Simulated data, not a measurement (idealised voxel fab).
process module | voxel air gaps
cross-section cut | 240 nm wide | cells 5 nm
A cross-section is a grid of square cells, given in bands from the top down. A band is one or more rows of cells.
Each band's line starts with the height of the band's top and of its bottom, in nm. Then come its materials from left to right, each with its width in nm. One material with "throughout" fills the band from edge to edge. "air" is empty space.
Height 0 is the level under which the wafer as received is all one material. The lowest band goes on downwards, as in "0 down".
A width such as "30 to 40" changes by the same amount from each row of cells to the next, from the band's top row to its bottom row.
"no change" after a step means that no cell of the cross-section changed.
closed voids: empty space of 8 cells or more with no open way to the top, each as width x height at its distance from the left edge, in nm
after a step's settings: what the simulator itself notes on the step
overlay nm, on a step with a mask: how far to the right of its planned place the mask lay; to the left if negative
plan
1 op RECEIVE | material Si
2 op CONFORMAL_DEP | material SiO2 | thk nm 15
3 op CONFORMAL_DEP | material SiCN | thk nm 5
4 op DIRECTIONAL_DEP | material lowk | thk nm 30
5 op PATTERN | tone open | mask id LINES | material resist | width nm 15 | pitch nm 45 | thk nm 20 | overlay nm 0
6 op DIRECTIONAL_ETCH | etch materials lowk | depth nm 30
7 op STRIP | etch materials resist
8 op CONFORMAL_DEP | material TiN | thk nm 5
9 op FILL_DEP | material Cu | thk nm 10
10 op CMP | height nm 50
11 op EPI | material Ru | thk nm 10
12 op SELECTIVE_ETCH | etch materials lowk | depth nm 40
13 op CONFORMAL_DEP | material SiCN | thk nm 5
as received, after step 1
  0 down: Si throughout
  closed voids: none
first wafer at the end, as planned
  65 to 60: air 50 | SiCN 135 | air 55
  60 to 50: air 50 | SiCN 5 | Ru 35 | SiCN 10 | Ru 35 | SiCN 10 | Ru 35 | SiCN 5 | air 55
  50 to 45: air 50 | SiCN 15 | TiN 5 | Cu 5 | TiN 5 | SiCN 30 | TiN 5 | Cu 5 | TiN 5 | SiCN 30 | TiN 5 | Cu 5 | TiN 5 | SiCN 15 | air 55
  45 to 25: air 60 | SiCN 5 | TiN 5 | Cu 5 | TiN 5 | SiCN 5 | air 20 | SiCN 5 | TiN 5 | Cu 5 | TiN 5 | SiCN 5 | air 20 | SiCN 5 | TiN 5 | Cu 5 | TiN 5 | SiCN 5 | air 65
  25 to 20: SiCN 65 | TiN 15 | SiCN 30 | TiN 15 | SiCN 30 | TiN 15 | SiCN 70
  20 to 15: SiCN throughout
  15 to 0: SiO2 throughout
  0 down: Si throughout
  closed voids: 20 x 20 at 85; 20 x 20 at 130
second wafer at the end: like start, like plan, one mistake
  65 to 60: air 50 | SiCN 135 | air 55
  60 to 50: air 50 | SiCN 5 | Ru 35 | SiCN 10 | Ru 35 | SiCN 10 | Ru 35 | SiCN 5 | air 55
  50 to 45: air 50 | SiCN 15 | TiN 5 | Cu 5 | TiN 5 | SiCN 30 | TiN 5 | Cu 5 | TiN 5 | SiCN 30 | TiN 5 | Cu 5 | TiN 5 | SiCN 15 | air 55
  45 to 40: air 60 | SiCN 5 | TiN 5 | Cu 5 | TiN 5 | SiCN 5 | air 20 | SiCN 5 | TiN 5 | Cu 5 | TiN 5 | SiCN 5 | air 20 | SiCN 5 | TiN 5 | Cu 5 | TiN 5 | SiCN 5 | air 65
  40 to 35: SiCN 65 | TiN 15 | SiCN 30 | TiN 15 | SiCN 30 | TiN 15 | SiCN 70
  35 to 30: SiCN throughout
  30 to 0: SiO2 throughout
  0 down: Si throughout
  closed voids: none
what went wrong: step 2 was run twice
at the end the second wafer has, in cells: 9 fewer of Cu | 18 fewer of SiCN | 144 more of SiO2 | 18 fewer of TiN
closed voids at the end (first wafer, second wafer): 2, 0
